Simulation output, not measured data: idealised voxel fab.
Module name: voxel self aligned contacts (process module)
Section cut is 195 nm wide and gridded with 5 nm square cells.
Notation: cross-section as square-cell grid; stated in bands, top first, going down; one or more cell rows per band. Heads up on the band format: heights come first, top then bottom, in nm. After that it's the materials left to right, each with its width in nm. A single material flagged "throughout" fills the whole band edge to edge, and "empty" means there's empty space there. We count height from 0. Below that, the starting wafer is all one material. The lowest band never ends at the bottom but goes on down; see "0 down" for how that is written. So if you see something like "30->40" for the width, read it as the top row of the band sitting at the first number and the bottom row at the second, with every row in between moving by the same amount as the last. "stayed the same", as given for a step, is the statement that not any cell of the cross-section underwent a change during that step. Entry "Sealed cavities". Content: empty spaces with no open connection to the top, size 8 cells or greater. Each: width x height at distance. Distance: from left edge. Unit: nm. Where a step's line continues beyond its settings, the continuation is a remark by the simulator itself on that step. For masked steps, "overlay nm" on the step line gives how far right of plan the mask actually lay; a minus sign means it lay to the left.

**The steps planned for the process are as follows**
step 1: RECEIVE, material Si
step 2: OXIDIZE, depth nm 5
step 3: DIRECTIONAL_DEP, material polySi, thk nm 20
step 4: DIRECTIONAL_DEP, material SiN, thk nm 20
step 5: DIRECTIONAL_DEP, material aC, thk nm 15
step 6: PATTERN, tone cover, mask id GATE, material resist, width nm 25, pitch nm 65, thk nm 30, overlay nm 0
step 7: DIRECTIONAL_ETCH, etch materials aC, depth nm 15
step 8: STRIP, etch materials resist
step 9: DIRECTIONAL_ETCH, etch materials SiN, depth nm 20
step 10: DIRECTIONAL_ETCH, etch materials polySi, depth nm 20
step 11: STRIP, etch materials aC
step 12: CONFORMAL_DEP, material SiN, thk nm 10
step 13: DIRECTIONAL_ETCH, etch materials SiN, depth nm 10
step 14: FILL_DEP, material SiO2, thk nm 20
step 15: CMP, height nm 50
step 16: PATTERN, tone open, mask id CONTACT, material resist, width nm 50, pitch nm 65, thk nm 20, overlay nm 0
step 17: DIRECTIONAL_ETCH, etch materials SiO2, depth nm 55
step 18: STRIP, etch materials resist
step 19: CONFORMAL_DEP, material TiN, thk nm 5
step 20: FILL_DEP, material Ru, thk nm 5
step 21: CMP, height nm 50
step 22: CONFORMAL_DEP, material SiCN, thk nm 5

**So, the first of our two wafers, run just as we planned it**

**The cross-section here shows the wafer as received, i.e. in its state after step 1**
	0 down | Si throughout
	Sealed cavities: none

**The following cross-section depicts the wafer upon completion of step 2**
	0 to -5 | SiO2 throughout
	At heights below -5, the structure remains unaltered.

**The following cross-section depicts the wafer upon completion of step 3**
	20 to 0 | polySi throughout
	At heights below 0, the structure remains unaltered.

**The following cross-section depicts the wafer upon completion of step 4**
	40 to 20 | SiN throughout
	At heights below 20, the structure remains unaltered.

**The following cross-section depicts the wafer upon completion of step 5**
	55 to 40 | aC throughout
	At heights below 40, the structure remains unaltered.

**The following cross-section depicts the wafer upon completion of step 6**
	85 to 55 | empty 20 nm, resist 25 nm, empty 40 nm, resist 25 nm, empty 40 nm, resist 25 nm, empty 20 nm
	At heights below 55, the structure remains unaltered.

**The following cross-section depicts the wafer upon completion of step 7**
	70 to 55 | empty 20 nm, resist 25 nm, empty 40 nm, resist 25 nm, empty 40 nm, resist 25 nm, empty 20 nm
	55 to 40 | empty 20 nm, aC 25 nm, empty 40 nm, aC 25 nm, empty 40 nm, aC 25 nm, empty 20 nm
	At heights below 40, the structure remains unaltered.

**The following cross-section depicts the wafer upon completion of step 8**
	55 to 40 | empty 20 nm, aC 25 nm, empty 40 nm, aC 25 nm, empty 40 nm, aC 25 nm, empty 20 nm
	At heights below 40, the structure remains unaltered.

**The following cross-section depicts the wafer upon completion of step 9**
	55 to 40 | empty 20 nm, aC 25 nm, empty 40 nm, aC 25 nm, empty 40 nm, aC 25 nm, empty 20 nm
	40 to 20 | empty 20 nm, SiN 25 nm, empty 40 nm, SiN 25 nm, empty 40 nm, SiN 25 nm, empty 20 nm
	At heights below 20, the structure remains unaltered.

**The following cross-section depicts the wafer upon completion of step 10**
	55 to 40 | empty 20 nm, aC 25 nm, empty 40 nm, aC 25 nm, empty 40 nm, aC 25 nm, empty 20 nm
	40 to 20 | empty 20 nm, SiN 25 nm, empty 40 nm, SiN 25 nm, empty 40 nm, SiN 25 nm, empty 20 nm
	20 to 0 | empty 20 nm, polySi 25 nm, empty 40 nm, polySi 25 nm, empty 40 nm, polySi 25 nm, empty 20 nm
	At heights below 0, the structure remains unaltered.

**The following cross-section depicts the wafer upon completion of step 11**
	40 to 20 | empty 20 nm, SiN 25 nm, empty 40 nm, SiN 25 nm, empty 40 nm, SiN 25 nm, empty 20 nm
	At heights below 20, the structure remains unaltered.

**The following cross-section depicts the wafer upon completion of step 12**
	50 to 20 | empty 10 nm, SiN 45 nm, empty 20 nm, SiN 45 nm, empty 20 nm, SiN 45 nm, empty 10 nm
	20 to 10 | empty 10 nm, SiN 10 nm, polySi 25 nm, SiN 10 nm, empty 20 nm, SiN 10 nm, polySi 25 nm, SiN 10 nm, empty 20 nm, SiN 10 nm, polySi 25 nm, SiN 10 nm, empty 10 nm
	10 to 0 | SiN 20 nm, polySi 25 nm, SiN 40 nm, polySi 25 nm, SiN 40 nm, polySi 25 nm, SiN 20 nm
	At heights below 0, the structure remains unaltered.

**The following cross-section depicts the wafer upon completion of step 13**
	40 to 20 | empty 10 nm, SiN 45 nm, empty 20 nm, SiN 45 nm, empty 20 nm, SiN 45 nm, empty 10 nm
	20 to 0 | empty 10 nm, SiN 10 nm, polySi 25 nm, SiN 10 nm, empty 20 nm, SiN 10 nm, polySi 25 nm, SiN 10 nm, empty 20 nm, SiN 10 nm, polySi 25 nm, SiN 10 nm, empty 10 nm
	At heights below 0, the structure remains unaltered.

**The following cross-section depicts the wafer upon completion of step 14**
	60 to 40 | SiO2 throughout
	40 to 20 | SiO2 10 nm, SiN 45 nm, SiO2 20 nm, SiN 45 nm, SiO2 20 nm, SiN 45 nm, SiO2 10 nm
	20 to 0 | SiO2 10 nm, SiN 10 nm, polySi 25 nm, SiN 10 nm, SiO2 20 nm, SiN 10 nm, polySi 25 nm, SiN 10 nm, SiO2 20 nm, SiN 10 nm, polySi 25 nm, SiN 10 nm, SiO2 10 nm
	At heights below 0, the structure remains unaltered.

**The following cross-section depicts the wafer upon completion of step 15**
	50 to 40 | SiO2 throughout
	At heights below 40, the structure remains unaltered.

**The following cross-section depicts the wafer upon completion of step 16**
	70 to 50 | resist 40 nm, empty 50 nm, resist 15 nm, empty 50 nm, resist 40 nm
	At heights below 50, the structure remains unaltered.

**The following cross-section depicts the wafer upon completion of step 17**
	70 to 50 | resist 40 nm, empty 50 nm, resist 15 nm, empty 50 nm, resist 40 nm
	50 to 40 | SiO2 40 nm, empty 50 nm, SiO2 15 nm, empty 50 nm, SiO2 40 nm
	40 to 20 | SiO2 10 nm, SiN 45 nm, empty 20 nm, SiN 45 nm, empty 20 nm, SiN 45 nm, SiO2 10 nm
	20 to 0 | SiO2 10 nm, SiN 10 nm, polySi 25 nm, SiN 10 nm, empty 20 nm, SiN 10 nm, polySi 25 nm, SiN 10 nm, empty 20 nm, SiN 10 nm, polySi 25 nm, SiN 10 nm, SiO2 10 nm
	0 to -5 | SiO2 55 nm, empty 20 nm, SiO2 45 nm, empty 20 nm, SiO2 55 nm
	At heights below -5, the structure remains unaltered.

**The following cross-section depicts the wafer upon completion of step 18**
	50 to 40 | SiO2 40 nm, empty 50 nm, SiO2 15 nm, empty 50 nm, SiO2 40 nm
	At heights below 40, the structure remains unaltered.

**The following cross-section depicts the wafer upon completion of step 19**
	55 to 50 | TiN 45 nm, empty 40 nm, TiN 25 nm, empty 40 nm, TiN 45 nm
	50 to 40 | SiO2 40 nm, TiN 5->20 nm, empty 40->10 nm, TiN 5->20 nm, SiO2 15 nm, TiN 5->20 nm, empty 40->10 nm, TiN 5->20 nm, SiO2 40 nm
	40 to 20 | SiO2 10 nm, SiN 45 nm, TiN 5 nm, empty 10 nm, TiN 5 nm, SiN 45 nm, TiN 5 nm, empty 10 nm, TiN 5 nm, SiN 45 nm, SiO2 10 nm
	20 to 0 | SiO2 10 nm, SiN 10 nm, polySi 25 nm, SiN 10 nm, TiN 5 nm, empty 10 nm, TiN 5 nm, SiN 10 nm, polySi 25 nm, SiN 10 nm, TiN 5 nm, empty 10 nm, TiN 5 nm, SiN 10 nm, polySi 25 nm, SiN 10 nm, SiO2 10 nm
	0 to -5 | SiO2 55 nm, TiN 20 nm, SiO2 45 nm, TiN 20 nm, SiO2 55 nm
	At heights below -5, the structure remains unaltered.

**The following cross-section depicts the wafer upon completion of step 20**
	60 to 55 | Ru throughout
	55 to 50 | TiN 45 nm, Ru 40 nm, TiN 25 nm, Ru 40 nm, TiN 45 nm
	50 to 40 | SiO2 40 nm, TiN 5->20 nm, Ru 40->10 nm, TiN 5->20 nm, SiO2 15 nm, TiN 5->20 nm, Ru 40->10 nm, TiN 5->20 nm, SiO2 40 nm
	40 to 20 | SiO2 10 nm, SiN 45 nm, TiN 5 nm, Ru 10 nm, TiN 5 nm, SiN 45 nm, TiN 5 nm, Ru 10 nm, TiN 5 nm, SiN 45 nm, SiO2 10 nm
	20 to 0 | SiO2 10 nm, SiN 10 nm, polySi 25 nm, SiN 10 nm, TiN 5 nm, Ru 10 nm, TiN 5 nm, SiN 10 nm, polySi 25 nm, SiN 10 nm, TiN 5 nm, Ru 10 nm, TiN 5 nm, SiN 10 nm, polySi 25 nm, SiN 10 nm, SiO2 10 nm
	At heights below 0, the structure remains unaltered.

**The following cross-section depicts the wafer upon completion of step 21**
	50 to 40 | SiO2 40 nm, TiN 5->20 nm, Ru 40->10 nm, TiN 5->20 nm, SiO2 15 nm, TiN 5->20 nm, Ru 40->10 nm, TiN 5->20 nm, SiO2 40 nm
	At heights below 40, the structure remains unaltered.

**The following cross-section depicts the wafer upon completion of step 22**
	55 to 50 | SiCN throughout
	At heights below 50, the structure remains unaltered.

**What follows concerns the second wafer, which started out like the first and was meant to follow the very same plan; one mistake crept in when it was run, but everything up to and including step 5 is the same as for the first wafer**

**Second wafer cross-section, taken as of the time the plan sets for step 6 to be done**
	85 to 55 | empty 25 nm, resist 20 nm, empty 45 nm, resist 20 nm, empty 45 nm, resist 20 nm, empty 20 nm
	At heights below 55, the structure remains unaltered.

**Second wafer cross-section, taken as of the time the plan sets for step 7 to be done**
	70 to 55 | empty 25 nm, resist 20 nm, empty 45 nm, resist 20 nm, empty 45 nm, resist 20 nm, empty 20 nm
	55 to 40 | empty 25 nm, aC 20 nm, empty 45 nm, aC 20 nm, empty 45 nm, aC 20 nm, empty 20 nm
	At heights below 40, the structure remains unaltered.

**Second wafer cross-section, taken as of the time the plan sets for step 8 to be done**
	55 to 40 | empty 25 nm, aC 20 nm, empty 45 nm, aC 20 nm, empty 45 nm, aC 20 nm, empty 20 nm
	At heights below 40, the structure remains unaltered.

**Second wafer cross-section, taken as of the time the plan sets for step 9 to be done**
	55 to 40 | empty 25 nm, aC 20 nm, empty 45 nm, aC 20 nm, empty 45 nm, aC 20 nm, empty 20 nm
	40 to 20 | empty 25 nm, SiN 20 nm, empty 45 nm, SiN 20 nm, empty 45 nm, SiN 20 nm, empty 20 nm
	At heights below 20, the structure remains unaltered.

**Second wafer cross-section, taken as of the time the plan sets for step 10 to be done**
	55 to 40 | empty 25 nm, aC 20 nm, empty 45 nm, aC 20 nm, empty 45 nm, aC 20 nm, empty 20 nm
	40 to 20 | empty 25 nm, SiN 20 nm, empty 45 nm, SiN 20 nm, empty 45 nm, SiN 20 nm, empty 20 nm
	20 to 0 | empty 25 nm, polySi 20 nm, empty 45 nm, polySi 20 nm, empty 45 nm, polySi 20 nm, empty 20 nm
	At heights below 0, the structure remains unaltered.

**Second wafer cross-section, taken as of the time the plan sets for step 11 to be done**
	40 to 20 | empty 25 nm, SiN 20 nm, empty 45 nm, SiN 20 nm, empty 45 nm, SiN 20 nm, empty 20 nm
	At heights below 20, the structure remains unaltered.

**Second wafer cross-section, taken as of the time the plan sets for step 12 to be done**
	50 to 20 | empty 15 nm, SiN 40 nm, empty 25 nm, SiN 40 nm, empty 25 nm, SiN 40 nm, empty 10 nm
	20 to 10 | empty 15 nm, SiN 10 nm, polySi 20 nm, SiN 10 nm, empty 25 nm, SiN 10 nm, polySi 20 nm, SiN 10 nm, empty 25 nm, SiN 10 nm, polySi 20 nm, SiN 10 nm, empty 10 nm
	10 to 0 | SiN 25 nm, polySi 20 nm, SiN 45 nm, polySi 20 nm, SiN 45 nm, polySi 20 nm, SiN 20 nm
	At heights below 0, the structure remains unaltered.

**Second wafer cross-section, taken as of the time the plan sets for step 13 to be done**
	40 to 20 | empty 15 nm, SiN 40 nm, empty 25 nm, SiN 40 nm, empty 25 nm, SiN 40 nm, empty 10 nm
	20 to 0 | empty 15 nm, SiN 10 nm, polySi 20 nm, SiN 10 nm, empty 25 nm, SiN 10 nm, polySi 20 nm, SiN 10 nm, empty 25 nm, SiN 10 nm, polySi 20 nm, SiN 10 nm, empty 10 nm
	At heights below 0, the structure remains unaltered.

**Second wafer cross-section, taken as of the time the plan sets for step 14 to be done**
	60 to 40 | SiO2 throughout
	40 to 20 | SiO2 15 nm, SiN 40 nm, SiO2 25 nm, SiN 40 nm, SiO2 25 nm, SiN 40 nm, SiO2 10 nm
	20 to 0 | SiO2 15 nm, SiN 10 nm, polySi 20 nm, SiN 10 nm, SiO2 25 nm, SiN 10 nm, polySi 20 nm, SiN 10 nm, SiO2 25 nm, SiN 10 nm, polySi 20 nm, SiN 10 nm, SiO2 10 nm
	At heights below 0, the structure remains unaltered.

**Second wafer cross-section, taken as of the time the plan sets for step 15 to be done**
	50 to 40 | SiO2 throughout
	At heights below 40, the structure remains unaltered.

**Second wafer cross-section, taken as of the time the plan sets for step 16 to be done**
	70 to 50 | resist 40 nm, empty 50 nm, resist 15 nm, empty 50 nm, resist 40 nm
	At heights below 50, the structure remains unaltered.

**Second wafer cross-section, taken as of the time the plan sets for step 17 to be done**
	70 to 50 | resist 40 nm, empty 50 nm, resist 15 nm, empty 50 nm, resist 40 nm
	50 to 40 | SiO2 40 nm, empty 50 nm, SiO2 15 nm, empty 50 nm, SiO2 40 nm
	40 to 20 | SiO2 15 nm, SiN 40 nm, empty 25 nm, SiN 40 nm, empty 25 nm, SiN 40 nm, SiO2 10 nm
	20 to 0 | SiO2 15 nm, SiN 10 nm, polySi 20 nm, SiN 10 nm, empty 25 nm, SiN 10 nm, polySi 20 nm, SiN 10 nm, empty 25 nm, SiN 10 nm, polySi 20 nm, SiN 10 nm, SiO2 10 nm
	0 to -5 | SiO2 55 nm, empty 25 nm, SiO2 40 nm, empty 25 nm, SiO2 50 nm
	At heights below -5, the structure remains unaltered.

**Second wafer cross-section, taken as of the time the plan sets for step 18 to be done**
	50 to 40 | SiO2 40 nm, empty 50 nm, SiO2 15 nm, empty 50 nm, SiO2 40 nm
	At heights below 40, the structure remains unaltered.

**Second wafer cross-section, taken as of the time the plan sets for step 19 to be done**
	55 to 50 | TiN 45 nm, empty 40 nm, TiN 25 nm, empty 40 nm, TiN 45 nm
	50 to 40 | SiO2 40 nm, TiN 5->20 nm, empty 40->15 nm, TiN 5->15 nm, SiO2 15 nm, TiN 5->20 nm, empty 40->15 nm, TiN 5->15 nm, SiO2 40 nm
	40 to 20 | SiO2 15 nm, SiN 40 nm, TiN 5 nm, empty 15 nm, TiN 5 nm, SiN 40 nm, TiN 5 nm, empty 15 nm, TiN 5 nm, SiN 40 nm, SiO2 10 nm
	20 to 0 | SiO2 15 nm, SiN 10 nm, polySi 20 nm, SiN 10 nm, TiN 5 nm, empty 15 nm, TiN 5 nm, SiN 10 nm, polySi 20 nm, SiN 10 nm, TiN 5 nm, empty 15 nm, TiN 5 nm, SiN 10 nm, polySi 20 nm, SiN 10 nm, SiO2 10 nm
	0 to -5 | SiO2 55 nm, TiN 25 nm, SiO2 40 nm, TiN 25 nm, SiO2 50 nm
	At heights below -5, the structure remains unaltered.

**Second wafer cross-section, taken as of the time the plan sets for step 20 to be done**
	60 to 55 | Ru throughout
	55 to 50 | TiN 45 nm, Ru 40 nm, TiN 25 nm, Ru 40 nm, TiN 45 nm
	50 to 40 | SiO2 40 nm, TiN 5->20 nm, Ru 40->15 nm, TiN 5->15 nm, SiO2 15 nm, TiN 5->20 nm, Ru 40->15 nm, TiN 5->15 nm, SiO2 40 nm
	40 to 20 | SiO2 15 nm, SiN 40 nm, TiN 5 nm, Ru 15 nm, TiN 5 nm, SiN 40 nm, TiN 5 nm, Ru 15 nm, TiN 5 nm, SiN 40 nm, SiO2 10 nm
	20 to 0 | SiO2 15 nm, SiN 10 nm, polySi 20 nm, SiN 10 nm, TiN 5 nm, Ru 15 nm, TiN 5 nm, SiN 10 nm, polySi 20 nm, SiN 10 nm, TiN 5 nm, Ru 15 nm, TiN 5 nm, SiN 10 nm, polySi 20 nm, SiN 10 nm, SiO2 10 nm
	At heights below 0, the structure remains unaltered.

**Second wafer cross-section, taken as of the time the plan sets for step 21 to be done**
	50 to 40 | SiO2 40 nm, TiN 5->20 nm, Ru 40->15 nm, TiN 5->15 nm, SiO2 15 nm, TiN 5->20 nm, Ru 40->15 nm, TiN 5->15 nm, SiO2 40 nm
	At heights below 40, the structure remains unaltered.

**Second wafer cross-section, taken as of the time the plan sets for step 22 to be done**
	55 to 50 | SiCN throughout
	At heights below 50, the structure remains unaltered.
what went wrong: rather than as planned, step 6 actually ran as PATTERN, tone cover, mask id GATE, material resist, width nm 20, pitch nm 65, thk nm 30, overlay nm 0
The second wafer ends with more or fewer cells of some materials than the first, per final count: +18 Ru; -12 SiN; +6 SiO2; -12 polySi
